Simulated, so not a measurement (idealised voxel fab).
The following process module bears the name voxel capacitor over wiring.
Cross-sectional view cut (width: 290 nm; square cell size: 5 nm).
Format of a cross-section: grid, square cells. Given as bands. Order: top down. Band: one or more rows of cells.
Band: top height; bottom height; in nm. Then, left to right: material with width in nm, for each material. "throughout": a single material spanning edge to edge. "empty": empty space.
Note: height 0 marks the level under which the wafer is uniformly one material as received. Lowest band unbounded below, written "0 and below".
Quick explanation for "30 to 40": the width changes in equal steps down the rows of cells, from the first number in the band's top row to the second number in its bottom row.
Where the words "nothing got changed" appear for a step, the cross-section shows no cell changed by that step; every cell remained as before.
"Sealed voids" enumerates empty spaces isolated from the top, with no open way to it, that contain at least 8 cells, giving each as width x height at distance from the left edge, all three in nm.
Read whatever lies past the settings on a step's line as the simulator's own remark about the step.
When a step includes a mask, the "overlay nm" setting on its line states how far to the right of its planned place that mask lay, and negative values state how far to the left.
PLAN
1 RECEIVE with material Si
2 CONFORMAL_DEP with material SiO2, thk nm 10
3 DIRECTIONAL_DEP with material TiN, thk nm 5
4 DIRECTIONAL_DEP with material W, thk nm 25
5 MASKED_ETCH with tone cover, mask id METAL_1, width nm 20, pitch nm 90, etch materials W, depth nm 25, overlay nm 0
6 MASKED_ETCH with tone cover, mask id METAL_1, width nm 20, pitch nm 90, etch materials TiN, depth nm 5, overlay nm 0
7 FILL_DEP with material SiO2, thk nm 10
8 CMP with height nm 40
9 CONFORMAL_DEP with material SiCN, thk nm 5
10 DIRECTIONAL_DEP with material SiO2, thk nm 20
11 MASKED_ETCH with tone open, mask id PLUG_1, width nm 15, etch materials SiO2, depth nm 20, overlay nm 0
12 MASKED_ETCH with tone open, mask id PLUG_1, width nm 15, etch materials SiCN, depth nm 5, overlay nm 0
13 EPI with material Ru, thk nm 10
14 EPI with material Ru, thk nm 10
15 EPI with material Ru, thk nm 5
16 DIRECTIONAL_DEP with material TiN, thk nm 10
17 DIRECTIONAL_DEP with material HfO2, thk nm 5
18 DIRECTIONAL_DEP with material TiN, thk nm 5
19 MASKED_ETCH with tone cover, mask id UPPER_PLATE, width nm 75, etch materials TiN, depth nm 5, overlay nm 0
20 MASKED_ETCH with tone cover, mask id UPPER_PLATE, width nm 75, etch materials HfO2, depth nm 5, overlay nm 0
21 DIRECTIONAL_DEP with material aC, thk nm 15
22 PATTERN with tone cover, mask id LOWER_PLATE, material resist, width nm 85, thk nm 30, overlay nm 0
23 DIRECTIONAL_ETCH with etch materials aC, depth nm 15
24 STRIP with etch materials resist
25 DIRECTIONAL_ETCH with etch materials TiN, depth nm 10
26 STRIP with etch materials aC
27 FILL_DEP with material SiO2, thk nm 15
28 CMP with height nm 95
29 DIRECTIONAL_DEP with material aC, thk nm 15
30 PATTERN with tone open, mask id PLUG_2, material resist, width nm 15, thk nm 30, overlay nm 0
31 DIRECTIONAL_ETCH with etch materials aC, depth nm 15
32 STRIP with etch materials resist
33 DIRECTIONAL_ETCH with etch materials SiO2, depth nm 10
34 STRIP with etch materials aC
35 CONFORMAL_DEP with material TiN, thk nm 5
36 FILL_DEP with material W, thk nm 5
37 CMP with height nm 95
38 CONFORMAL_DEP with material SiCN, thk nm 5
AS-RECEIVED WAFER CROSS-SECTION (AFTER STEP 1)
> 0 and below = Si throughout
> Sealed voids: none
POST-MODULE CROSS-SECTION: IDENTICAL START AND PLAN TO THOSE ABOVE, ONE MISSTEP IN EXECUTION
> 100 down to 95 = SiCN throughout
> 95 down to 90 = SiO2: 105; TiN: 5; W: 5; TiN: 5; SiO2: 170
> 90 down to 80 = SiO2: 105 to 95; TiN: 15 to 75; SiO2: 170 to 120
> 80 down to 75 = SiO2: 95; HfO2: 75; SiO2: 120
> 75 down to 70 = SiO2: 90; TiN: 85; SiO2: 115
> 70 down to 65 = TiN throughout
> 65 down to 45 = SiO2: 95; Ru: 15; SiO2: 180
> 45 down to 40 = SiCN: 95; Ru: 15; SiCN: 180
> 40 down to 15 = SiO2: 90; W: 20; SiO2: 70; W: 20; SiO2: 90
> 15 down to 10 = SiO2: 90; TiN: 20; SiO2: 70; TiN: 20; SiO2: 90
> 10 down to 0 = SiO2 throughout
> 0 and below = Si throughout
> Sealed voids: none
Which mistake was made when the wafer was run? contrary to plan, step 25 was performed as DIRECTIONAL_ETCH with etch materials TiN, depth nm 5
